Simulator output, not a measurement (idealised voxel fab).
Title: Process Module voxel quadruple lines
Each square cell in cross-section cut measures 5 nm, and the section as a whole is 205 nm wide.
Cross-section format: a grid of square cells, given as bands from top to bottom; each band is one or more rows of cells.
Basically the band line says how high the top is and how high the bottom is, in nm, and then what's in it from left to right, every material with its width in nm. Empty space shows up as "blank", and if a single material carries "all across" it runs the full band edge to edge.
All heights in this document are referenced to 0, defined as the level beneath which the wafer, as received, consists entirely of one material. The lowest band is not bounded below; it extends indefinitely downward and is written in the form "0 down".
With a width like "30..40", each row of cells in the band differs from the next by the same amount, the top row carrying the first number and the bottom row the second.
For the purposes of this document, the phrase "changes: none" attached to a step denotes that no cell within the cross-section was modified by that step.
Heads up: "Tabulated closed voids" only lists the empty pockets with no open path to the top that are 8 cells or more, and it writes them as width x height at distance, distance from the left edge, in nm.
Text after the settings on a step's line: the simulator's own remark on that step.
A step's line can hold "overlay nm"; with a mask on that step, the setting says how far right of the planned place the mask lay, while a negative setting says it lay to the left.

### Planned step list for the process
step 1: RECEIVE: material Si
step 2: CONFORMAL_DEP: material Al2O3, thk nm 5
step 3: DIRECTIONAL_DEP: material W, thk nm 10
step 4: DIRECTIONAL_DEP: material polySi, thk nm 20
step 5: DIRECTIONAL_DEP: material aC, thk nm 20
step 6: PATTERN: tone cover, mask id MANDREL, material resist, width nm 25, thk nm 30, overlay nm 0
step 7: DIRECTIONAL_ETCH: etch materials aC, depth nm 20
step 8: STRIP: etch materials resist
step 9: CONFORMAL_DEP: material SiO2, thk nm 15
step 10: DIRECTIONAL_ETCH: etch materials SiO2, depth nm 15
step 11: STRIP: etch materials aC
step 12: DIRECTIONAL_ETCH: etch materials polySi, depth nm 20
step 13: STRIP: etch materials SiO2
step 14: CONFORMAL_DEP: material SiN, thk nm 5
step 15: DIRECTIONAL_ETCH: etch materials SiN, depth nm 5
step 16: STRIP: etch materials polySi
step 17: DIRECTIONAL_ETCH: etch materials W, depth nm 10
step 18: STRIP: etch materials SiN

### First of two wafers, processed according to plan

### Delivered wafer in cross-section: state after step 1
> 0 down: Si all across
> Tabulated closed voids: none

### Once step 2 is through, the wafer looks like this in cross-section
> 5 to 0: Al2O3 all across
> Everything below 0 is unchanged.

### Once step 3 is through, the wafer looks like this in cross-section
> 15 to 5: W all across
> Everything below 5 is unchanged.

### Once step 4 is through, the wafer looks like this in cross-section
> 35 to 15: polySi all across
> Everything below 15 is unchanged.

### Once step 5 is through, the wafer looks like this in cross-section
> 55 to 35: aC all across
> Everything below 35 is unchanged.

### Once step 6 is through, the wafer looks like this in cross-section
> 85 to 55: 90 blank | 25 resist | 90 blank
> Everything below 55 is unchanged.

### Once step 7 is through, the wafer looks like this in cross-section
> 65 to 55: 90 blank | 25 resist | 90 blank
> 55 to 35: 90 blank | 25 aC | 90 blank
> Everything below 35 is unchanged.

### Once step 8 is through, the wafer looks like this in cross-section
> 55 to 35: 90 blank | 25 aC | 90 blank
> Everything below 35 is unchanged.

### Once step 9 is through, the wafer looks like this in cross-section
> 70 to 55: 75 blank | 55 SiO2 | 75 blank
> 55 to 50: 75 blank | 15 SiO2 | 25 aC | 15 SiO2 | 75 blank
> 50 to 35: 90 SiO2 | 25 aC | 90 SiO2
> Everything below 35 is unchanged.

### Once step 10 is through, the wafer looks like this in cross-section
> 55 to 35: 75 blank | 15 SiO2 | 25 aC | 15 SiO2 | 75 blank
> Everything below 35 is unchanged.

### Once step 11 is through, the wafer looks like this in cross-section
> 55 to 35: 75 blank | 15 SiO2 | 25 blank | 15 SiO2 | 75 blank
> Everything below 35 is unchanged.

### Once step 12 is through, the wafer looks like this in cross-section
> 55 to 35: 75 blank | 15 SiO2 | 25 blank | 15 SiO2 | 75 blank
> 35 to 15: 75 blank | 15 polySi | 25 blank | 15 polySi | 75 blank
> Everything below 15 is unchanged.

### Once step 13 is through, the wafer looks like this in cross-section
> 35 to 15: 75 blank | 15 polySi | 25 blank | 15 polySi | 75 blank
> Everything below 15 is unchanged.

### Once step 14 is through, the wafer looks like this in cross-section
> 40 to 35: 70 blank | 25 SiN | 15 blank | 25 SiN | 70 blank
> 35 to 20: 70 blank | 5 SiN | 15 polySi | 5 SiN | 15 blank | 5 SiN | 15 polySi | 5 SiN | 70 blank
> 20 to 15: 75 SiN | 15 polySi | 25 SiN | 15 polySi | 75 SiN
> Everything below 15 is unchanged.

### Once step 15 is through, the wafer looks like this in cross-section
> 35 to 15: 70 blank | 5 SiN | 15 polySi | 5 SiN | 15 blank | 5 SiN | 15 polySi | 5 SiN | 70 blank
> Everything below 15 is unchanged.

### Once step 16 is through, the wafer looks like this in cross-section
> 35 to 15: 70 blank | 5 SiN | 15 blank | 5 SiN | 15 blank | 5 SiN | 15 blank | 5 SiN | 70 blank
> Everything below 15 is unchanged.

### Once step 17 is through, the wafer looks like this in cross-section
> 35 to 15: 70 blank | 5 SiN | 15 blank | 5 SiN | 15 blank | 5 SiN | 15 blank | 5 SiN | 70 blank
> 15 to 5: 70 blank | 5 W | 15 blank | 5 W | 15 blank | 5 W | 15 blank | 5 W | 70 blank
> Everything below 5 is unchanged.

### Once step 18 is through, the wafer looks like this in cross-section
> 15 to 5: 70 blank | 5 W | 15 blank | 5 W | 15 blank | 5 W | 15 blank | 5 W | 70 blank
> Everything below 5 is unchanged.

### Wafer two. Same start, same plan, one slip in execution. Same as wafer one through step 1, inclusive

### Cross-section of the second wafer when, according to plan, step 2 should have finished
> 5 to 0: aC all across
> Everything below 0 is unchanged.

### Cross-section of the second wafer when, according to plan, step 3 should have finished
> 15 to 5: W all across
> Everything below 5 is unchanged.

### Cross-section of the second wafer when, according to plan, step 4 should have finished
> 35 to 15: polySi all across
> Everything below 15 is unchanged.

### Cross-section of the second wafer when, according to plan, step 5 should have finished
> 55 to 35: aC all across
> Everything below 35 is unchanged.

### Cross-section of the second wafer when, according to plan, step 6 should have finished
> 85 to 55: 90 blank | 25 resist | 90 blank
> Everything below 55 is unchanged.

### Cross-section of the second wafer when, according to plan, step 7 should have finished
> 65 to 55: 90 blank | 25 resist | 90 blank
> 55 to 35: 90 blank | 25 aC | 90 blank
> Everything below 35 is unchanged.

### Cross-section of the second wafer when, according to plan, step 8 should have finished
> 55 to 35: 90 blank | 25 aC | 90 blank
> Everything below 35 is unchanged.

### Cross-section of the second wafer when, according to plan, step 9 should have finished
> 70 to 55: 75 blank | 55 SiO2 | 75 blank
> 55 to 50: 75 blank | 15 SiO2 | 25 aC | 15 SiO2 | 75 blank
> 50 to 35: 90 SiO2 | 25 aC | 90 SiO2
> Everything below 35 is unchanged.

### Cross-section of the second wafer when, according to plan, step 10 should have finished
> 55 to 35: 75 blank | 15 SiO2 | 25 aC | 15 SiO2 | 75 blank
> Everything below 35 is unchanged.

### Cross-section of the second wafer when, according to plan, step 11 should have finished
> 55 to 35: 75 blank | 15 SiO2 | 25 blank | 15 SiO2 | 75 blank
> Everything below 35 is unchanged.

### Cross-section of the second wafer when, according to plan, step 12 should have finished
> 55 to 35: 75 blank | 15 SiO2 | 25 blank | 15 SiO2 | 75 blank
> 35 to 15: 75 blank | 15 polySi | 25 blank | 15 polySi | 75 blank
> Everything below 15 is unchanged.

### Cross-section of the second wafer when, according to plan, step 13 should have finished
> 35 to 15: 75 blank | 15 polySi | 25 blank | 15 polySi | 75 blank
> Everything below 15 is unchanged.

### Cross-section of the second wafer when, according to plan, step 14 should have finished
> 40 to 35: 70 blank | 25 SiN | 15 blank | 25 SiN | 70 blank
> 35 to 20: 70 blank | 5 SiN | 15 polySi | 5 SiN | 15 blank | 5 SiN | 15 polySi | 5 SiN | 70 blank
> 20 to 15: 75 SiN | 15 polySi | 25 SiN | 15 polySi | 75 SiN
> Everything below 15 is unchanged.

### Cross-section of the second wafer when, according to plan, step 15 should have finished
> 35 to 15: 70 blank | 5 SiN | 15 polySi | 5 SiN | 15 blank | 5 SiN | 15 polySi | 5 SiN | 70 blank
> Everything below 15 is unchanged.

### Cross-section of the second wafer when, according to plan, step 16 should have finished
> 35 to 15: 70 blank | 5 SiN | 15 blank | 5 SiN | 15 blank | 5 SiN | 15 blank | 5 SiN | 70 blank
> Everything below 15 is unchanged.

### Cross-section of the second wafer when, according to plan, step 17 should have finished
> 35 to 15: 70 blank | 5 SiN | 15 blank | 5 SiN | 15 blank | 5 SiN | 15 blank | 5 SiN | 70 blank
> 15 to 5: 70 blank | 5 W | 15 blank | 5 W | 15 blank | 5 W | 15 blank | 5 W | 70 blank
> Everything below 5 is unchanged.

### Cross-section of the second wafer when, according to plan, step 18 should have finished
> 15 to 5: 70 blank | 5 W | 15 blank | 5 W | 15 blank | 5 W | 15 blank | 5 W | 70 blank
> Everything below 5 is unchanged.
Against the plan, the run slipped here: heads up, step 2 didn't go per plan, it actually ran as CONFORMAL_DEP: material aC, thk nm 5
Materials where the second wafer ends with more or fewer cells than the first: Al2O3 -41, aC +41
